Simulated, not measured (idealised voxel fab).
process module | voxel wiring stack
cross-section cut | 245 nm wide | cells 5 nm
A cross-section is a grid of square cells, given in bands from the top down. A band is one or more rows of cells.
Each band's line starts with the height of the band's top and of its bottom, in nm. Then come its materials from left to right, each with its width in nm. One material with "throughout" fills the band from edge to edge. "air" is empty space.
Height 0 is the level under which the wafer as received is all one material. The lowest band goes on downwards, as in "0 down".
A width such as "30 to 40" changes by the same amount from each row of cells to the next, from the band's top row to its bottom row.
"no change" after a step means that no cell of the cross-section changed.
closed voids: empty space of 8 cells or more with no open way to the top, each as width x height at its distance from the left edge, in nm
after a step's settings: what the simulator itself notes on the step
overlay nm, on a step with a mask: how far to the right of its planned place the mask lay; to the left if negative
plan
1 op RECEIVE | material Si
2 op CONFORMAL_DEP | material SiO2 | thk nm 15
3 op CONFORMAL_DEP | material SiN | thk nm 5
4 op DIRECTIONAL_DEP | material SiO2 | thk nm 20
5 op PATTERN | tone open | mask id METAL_1 | material resist | width nm 30 | pitch nm 50 | thk nm 15 | overlay nm 0
6 op DIRECTIONAL_ETCH | etch materials SiO2 | depth nm 20
7 op DIRECTIONAL_ETCH | etch materials SiN | depth nm 5
8 op STRIP | etch materials resist
9 op CONFORMAL_DEP | material TiN | thk nm 5
10 op FILL_DEP | material W | thk nm 10
11 op CMP | height nm 40
12 op CONFORMAL_DEP | material SiCN | thk nm 5
13 op DIRECTIONAL_DEP | material SiO2 | thk nm 20
14 op DIRECTIONAL_DEP | material aC | thk nm 15
15 op PATTERN | tone open | mask id PLUG_1 | material resist | width nm 15 | pitch nm 50 | thk nm 30 | overlay nm 0
16 op DIRECTIONAL_ETCH | etch materials aC | depth nm 15
17 op STRIP | etch materials resist
18 op DIRECTIONAL_ETCH | etch materials SiO2 | depth nm 20
19 op DIRECTIONAL_ETCH | etch materials SiCN | depth nm 5
20 op STRIP | etch materials aC
21 op CONFORMAL_DEP | material TiN | thk nm 5
22 op FILL_DEP | material Cu | thk nm 5
23 op CMP | height nm 65
24 op DIRECTIONAL_DEP | material TiN | thk nm 5
25 op DIRECTIONAL_DEP | material Ru | thk nm 15
26 op MASKED_ETCH | tone cover | mask id METAL_2 | width nm 30 | pitch nm 50 | etch materials Ru | depth nm 15 | overlay nm 0
27 op MASKED_ETCH | tone cover | mask id METAL_2 | width nm 30 | pitch nm 50 | etch materials TiN | depth nm 5 | overlay nm 0
28 op FILL_DEP | material SiO2 | thk nm 10
29 op CMP | height nm 85
30 op CONFORMAL_DEP | material SiCN | thk nm 5
31 op DIRECTIONAL_DEP | material lowk | thk nm 10
32 op MASKED_ETCH | tone open | mask id PLUG_2 | width nm 15 | pitch nm 50 | etch materials lowk | depth nm 10 | overlay nm 0
33 op MASKED_ETCH | tone open | mask id PLUG_2 | width nm 15 | pitch nm 50 | etch materials SiCN | depth nm 5 | overlay nm 0
34 op EPI | material Ru | thk nm 10
35 op EPI | material Ru | thk nm 5
36 op DIRECTIONAL_DEP | material TiN | thk nm 5
37 op DIRECTIONAL_DEP | material W | thk nm 20
38 op PATTERN | tone cover | mask id METAL_3 | material resist | width nm 30 | pitch nm 50 | thk nm 15 | overlay nm 0
39 op DIRECTIONAL_ETCH | etch materials W | depth nm 20
40 op DIRECTIONAL_ETCH | etch materials TiN | depth nm 5
41 op STRIP | etch materials resist
42 op CONFORMAL_DEP | material SiCN | thk nm 5
43 op FILL_DEP | material SiO2 | thk nm 5
44 op CMP | height nm 125
45 op CONFORMAL_DEP | material SiN | thk nm 5
first wafer, as planned
as received, after step 1
  0 down: Si throughout
  closed voids: none
after step 2
  15 to 0: SiO2 throughout
  below 0: unchanged
after step 3
  20 to 15: SiN throughout
  below 15: unchanged
after step 4
  40 to 20: SiO2 throughout
  below 20: unchanged
after step 5
  55 to 40: resist 55 | air 30 | resist 20 | air 30 | resist 20 | air 30 | resist 60
  below 40: unchanged
after step 6
  55 to 40: resist 55 | air 30 | resist 20 | air 30 | resist 20 | air 30 | resist 60
  40 to 20: SiO2 55 | air 30 | SiO2 20 | air 30 | SiO2 20 | air 30 | SiO2 60
  below 20: unchanged
after step 7
  55 to 40: resist 55 | air 30 | resist 20 | air 30 | resist 20 | air 30 | resist 60
  40 to 20: SiO2 55 | air 30 | SiO2 20 | air 30 | SiO2 20 | air 30 | SiO2 60
  20 to 15: SiN 55 | air 30 | SiN 20 | air 30 | SiN 20 | air 30 | SiN 60
  below 15: unchanged
after step 8
  40 to 20: SiO2 55 | air 30 | SiO2 20 | air 30 | SiO2 20 | air 30 | SiO2 60
  below 20: unchanged
after step 9
  45 to 40: TiN 60 | air 20 | TiN 30 | air 20 | TiN 30 | air 20 | TiN 65
  40 to 20: SiO2 55 | TiN 5 | air 20 | TiN 5 | SiO2 20 | TiN 5 | air 20 | TiN 5 | SiO2 20 | TiN 5 | air 20 | TiN 5 | SiO2 60
  20 to 15: SiN 55 | TiN 30 | SiN 20 | TiN 30 | SiN 20 | TiN 30 | SiN 60
  below 15: unchanged
after step 10
  55 to 45: W throughout
  45 to 40: TiN 60 | W 20 | TiN 30 | W 20 | TiN 30 | W 20 | TiN 65
  40 to 20: SiO2 55 | TiN 5 | W 20 | TiN 5 | SiO2 20 | TiN 5 | W 20 | TiN 5 | SiO2 20 | TiN 5 | W 20 | TiN 5 | SiO2 60
  below 20: unchanged
after step 11
  40 to 20: SiO2 55 | TiN 5 | W 20 | TiN 5 | SiO2 20 | TiN 5 | W 20 | TiN 5 | SiO2 20 | TiN 5 | W 20 | TiN 5 | SiO2 60
  below 20: unchanged
after step 12
  45 to 40: SiCN throughout
  below 40: unchanged
after step 13
  65 to 45: SiO2 throughout
  below 45: unchanged
after step 14
  80 to 65: aC throughout
  below 65: unchanged
after step 15
  110 to 80: resist 55 | air 15 | resist 35 | air 15 | resist 35 | air 15 | resist 75
  below 80: unchanged
after step 16
  95 to 80: resist 55 | air 15 | resist 35 | air 15 | resist 35 | air 15 | resist 75
  80 to 65: aC 55 | air 15 | aC 35 | air 15 | aC 35 | air 15 | aC 75
  below 65: unchanged
after step 17
  80 to 65: aC 55 | air 15 | aC 35 | air 15 | aC 35 | air 15 | aC 75
  below 65: unchanged
after step 18
  80 to 65: aC 55 | air 15 | aC 35 | air 15 | aC 35 | air 15 | aC 75
  65 to 45: SiO2 55 | air 15 | SiO2 35 | air 15 | SiO2 35 | air 15 | SiO2 75
  below 45: unchanged
after step 19
  80 to 65: aC 55 | air 15 | aC 35 | air 15 | aC 35 | air 15 | aC 75
  65 to 45: SiO2 55 | air 15 | SiO2 35 | air 15 | SiO2 35 | air 15 | SiO2 75
  45 to 40: SiCN 55 | air 15 | SiCN 35 | air 15 | SiCN 35 | air 15 | SiCN 75
  below 40: unchanged
after step 20
  65 to 45: SiO2 55 | air 15 | SiO2 35 | air 15 | SiO2 35 | air 15 | SiO2 75
  below 45: unchanged
after step 21
  70 to 65: TiN 60 | air 5 | TiN 45 | air 5 | TiN 45 | air 5 | TiN 80
  65 to 45: SiO2 55 | TiN 5 | air 5 | TiN 5 | SiO2 35 | TiN 5 | air 5 | TiN 5 | SiO2 35 | TiN 5 | air 5 | TiN 5 | SiO2 75
  45 to 40: SiCN 55 | TiN 15 | SiCN 35 | TiN 15 | SiCN 35 | TiN 15 | SiCN 75
  below 40: unchanged
after step 22
  75 to 70: Cu throughout
  70 to 65: TiN 60 | Cu 5 | TiN 45 | Cu 5 | TiN 45 | Cu 5 | TiN 80
  65 to 45: SiO2 55 | TiN 5 | Cu 5 | TiN 5 | SiO2 35 | TiN 5 | Cu 5 | TiN 5 | SiO2 35 | TiN 5 | Cu 5 | TiN 5 | SiO2 75
  below 45: unchanged
after step 23
  65 to 45: SiO2 55 | TiN 5 | Cu 5 | TiN 5 | SiO2 35 | TiN 5 | Cu 5 | TiN 5 | SiO2 35 | TiN 5 | Cu 5 | TiN 5 | SiO2 75
  below 45: unchanged
after step 24
  70 to 65: TiN throughout
  below 65: unchanged
after step 25
  85 to 70: Ru throughout
  below 70: unchanged
after step 26
  85 to 70: air 55 | Ru 30 | air 20 | Ru 30 | air 20 | Ru 30 | air 60
  below 70: unchanged
after step 27
  85 to 70: air 55 | Ru 30 | air 20 | Ru 30 | air 20 | Ru 30 | air 60
  70 to 65: air 55 | TiN 30 | air 20 | TiN 30 | air 20 | TiN 30 | air 60
  below 65: unchanged
after step 28
  95 to 85: SiO2 throughout
  85 to 70: SiO2 55 | Ru 30 | SiO2 20 | Ru 30 | SiO2 20 | Ru 30 | SiO2 60
  70 to 65: SiO2 55 | TiN 30 | SiO2 20 | TiN 30 | SiO2 20 | TiN 30 | SiO2 60
  below 65: unchanged
after step 29
  85 to 70: SiO2 55 | Ru 30 | SiO2 20 | Ru 30 | SiO2 20 | Ru 30 | SiO2 60
  below 70: unchanged
after step 30
  90 to 85: SiCN throughout
  below 85: unchanged
after step 31
  100 to 90: lowk throughout
  below 90: unchanged
after step 32
  100 to 90: lowk 55 | air 15 | lowk 35 | air 15 | lowk 35 | air 15 | lowk 75
  below 90: unchanged
after step 33
  100 to 90: lowk 55 | air 15 | lowk 35 | air 15 | lowk 35 | air 15 | lowk 75
  90 to 85: SiCN 55 | air 15 | SiCN 35 | air 15 | SiCN 35 | air 15 | SiCN 75
  below 85: unchanged
after step 34
  100 to 95: lowk 55 | air 15 | lowk 35 | air 15 | lowk 35 | air 15 | lowk 75
  95 to 90: lowk 55 | Ru 15 | lowk 35 | Ru 15 | lowk 35 | Ru 15 | lowk 75
  90 to 85: SiCN 55 | Ru 15 | SiCN 35 | Ru 15 | SiCN 35 | Ru 15 | SiCN 75
  below 85: unchanged
after step 35
  100 to 90: lowk 55 | Ru 15 | lowk 35 | Ru 15 | lowk 35 | Ru 15 | lowk 75
  below 90: unchanged
after step 36
  105 to 100: TiN throughout
  below 100: unchanged
after step 37
  125 to 105: W throughout
  below 105: unchanged
after step 38
  140 to 125: air 55 | resist 30 | air 20 | resist 30 | air 20 | resist 30 | air 60
  below 125: unchanged
after step 39
  140 to 125: air 55 | resist 30 | air 20 | resist 30 | air 20 | resist 30 | air 60
  125 to 105: air 55 | W 30 | air 20 | W 30 | air 20 | W 30 | air 60
  below 105: unchanged
after step 40
  140 to 125: air 55 | resist 30 | air 20 | resist 30 | air 20 | resist 30 | air 60
  125 to 105: air 55 | W 30 | air 20 | W 30 | air 20 | W 30 | air 60
  105 to 100: air 55 | TiN 30 | air 20 | TiN 30 | air 20 | TiN 30 | air 60
  below 100: unchanged
after step 41
  125 to 105: air 55 | W 30 | air 20 | W 30 | air 20 | W 30 | air 60
  below 105: unchanged
after step 42
  130 to 125: air 50 | SiCN 40 | air 10 | SiCN 40 | air 10 | SiCN 40 | air 55
  125 to 105: air 50 | SiCN 5 | W 30 | SiCN 5 | air 10 | SiCN 5 | W 30 | SiCN 5 | air 10 | SiCN 5 | W 30 | SiCN 5 | air 55
  105 to 100: SiCN 55 | TiN 30 | SiCN 20 | TiN 30 | SiCN 20 | TiN 30 | SiCN 60
  below 100: unchanged
after step 43
  135 to 130: SiO2 throughout
  130 to 125: SiO2 50 | SiCN 40 | SiO2 10 | SiCN 40 | SiO2 10 | SiCN 40 | SiO2 55
  125 to 105: SiO2 50 | SiCN 5 | W 30 | SiCN 5 | SiO2 10 | SiCN 5 | W 30 | SiCN 5 | SiO2 10 | SiCN 5 | W 30 | SiCN 5 | SiO2 55
  below 105: unchanged
after step 44
  125 to 105: SiO2 50 | SiCN 5 | W 30 | SiCN 5 | SiO2 10 | SiCN 5 | W 30 | SiCN 5 | SiO2 10 | SiCN 5 | W 30 | SiCN 5 | SiO2 55
  below 105: unchanged
after step 45
  130 to 125: SiN throughout
  below 125: unchanged
second wafer: like start, like plan, one mistake. Through step 23 it matches the first wafer
when step 24 should have ended
  80 to 65: Ru throughout
  below 65: unchanged
when step 25 should have ended
  85 to 80: TiN throughout
  below 80: unchanged
when step 26 should have ended: no change
when step 27 should have ended
  85 to 80: air 55 | TiN 30 | air 20 | TiN 30 | air 20 | TiN 30 | air 60
  below 80: unchanged
when step 28 should have ended
  95 to 85: SiO2 throughout
  85 to 80: SiO2 55 | TiN 30 | SiO2 20 | TiN 30 | SiO2 20 | TiN 30 | SiO2 60
  below 80: unchanged
when step 29 should have ended
  85 to 80: SiO2 55 | TiN 30 | SiO2 20 | TiN 30 | SiO2 20 | TiN 30 | SiO2 60
  below 80: unchanged
when step 30 should have ended
  90 to 85: SiCN throughout
  below 85: unchanged
when step 31 should have ended
  100 to 90: lowk throughout
  below 90: unchanged
when step 32 should have ended
  100 to 90: lowk 55 | air 15 | lowk 35 | air 15 | lowk 35 | air 15 | lowk 75
  below 90: unchanged
when step 33 should have ended
  100 to 90: lowk 55 | air 15 | lowk 35 | air 15 | lowk 35 | air 15 | lowk 75
  90 to 85: SiCN 55 | air 15 | SiCN 35 | air 15 | SiCN 35 | air 15 | SiCN 75
  below 85: unchanged
when step 34 should have ended
  100 to 95: lowk 55 | air 15 | lowk 35 | air 15 | lowk 35 | air 15 | lowk 75
  95 to 90: lowk 55 | Ru 15 | lowk 35 | Ru 15 | lowk 35 | Ru 15 | lowk 75
  90 to 85: SiCN 55 | Ru 15 | SiCN 35 | Ru 15 | SiCN 35 | Ru 15 | SiCN 75
  below 85: unchanged
when step 35 should have ended
  100 to 90: lowk 55 | Ru 15 | lowk 35 | Ru 15 | lowk 35 | Ru 15 | lowk 75
  below 90: unchanged
when step 36 should have ended
  105 to 100: TiN throughout
  below 100: unchanged
when step 37 should have ended
  125 to 105: W throughout
  below 105: unchanged
when step 38 should have ended
  140 to 125: air 55 | resist 30 | air 20 | resist 30 | air 20 | resist 30 | air 60
  below 125: unchanged
when step 39 should have ended
  140 to 125: air 55 | resist 30 | air 20 | resist 30 | air 20 | resist 30 | air 60
  125 to 105: air 55 | W 30 | air 20 | W 30 | air 20 | W 30 | air 60
  below 105: unchanged
when step 40 should have ended
  140 to 125: air 55 | resist 30 | air 20 | resist 30 | air 20 | resist 30 | air 60
  125 to 105: air 55 | W 30 | air 20 | W 30 | air 20 | W 30 | air 60
  105 to 100: air 55 | TiN 30 | air 20 | TiN 30 | air 20 | TiN 30 | air 60
  below 100: unchanged
when step 41 should have ended
  125 to 105: air 55 | W 30 | air 20 | W 30 | air 20 | W 30 | air 60
  below 105: unchanged
when step 42 should have ended
  130 to 125: air 50 | SiCN 40 | air 10 | SiCN 40 | air 10 | SiCN 40 | air 55
  125 to 105: air 50 | SiCN 5 | W 30 | SiCN 5 | air 10 | SiCN 5 | W 30 | SiCN 5 | air 10 | SiCN 5 | W 30 | SiCN 5 | air 55
  105 to 100: SiCN 55 | TiN 30 | SiCN 20 | TiN 30 | SiCN 20 | TiN 30 | SiCN 60
  below 100: unchanged
when step 43 should have ended
  135 to 130: SiO2 throughout
  130 to 125: SiO2 50 | SiCN 40 | SiO2 10 | SiCN 40 | SiO2 10 | SiCN 40 | SiO2 55
  125 to 105: SiO2 50 | SiCN 5 | W 30 | SiCN 5 | SiO2 10 | SiCN 5 | W 30 | SiCN 5 | SiO2 10 | SiCN 5 | W 30 | SiCN 5 | SiO2 55
  below 105: unchanged
when step 44 should have ended
  125 to 105: SiO2 50 | SiCN 5 | W 30 | SiCN 5 | SiO2 10 | SiCN 5 | W 30 | SiCN 5 | SiO2 10 | SiCN 5 | W 30 | SiCN 5 | SiO2 55
  below 105: unchanged
when step 45 should have ended
  130 to 125: SiN throughout
  below 125: unchanged
what went wrong: steps 24 and 25 were swapped
at the end the second wafer has, in cells: 93 more of Ru | 93 fewer of SiO2
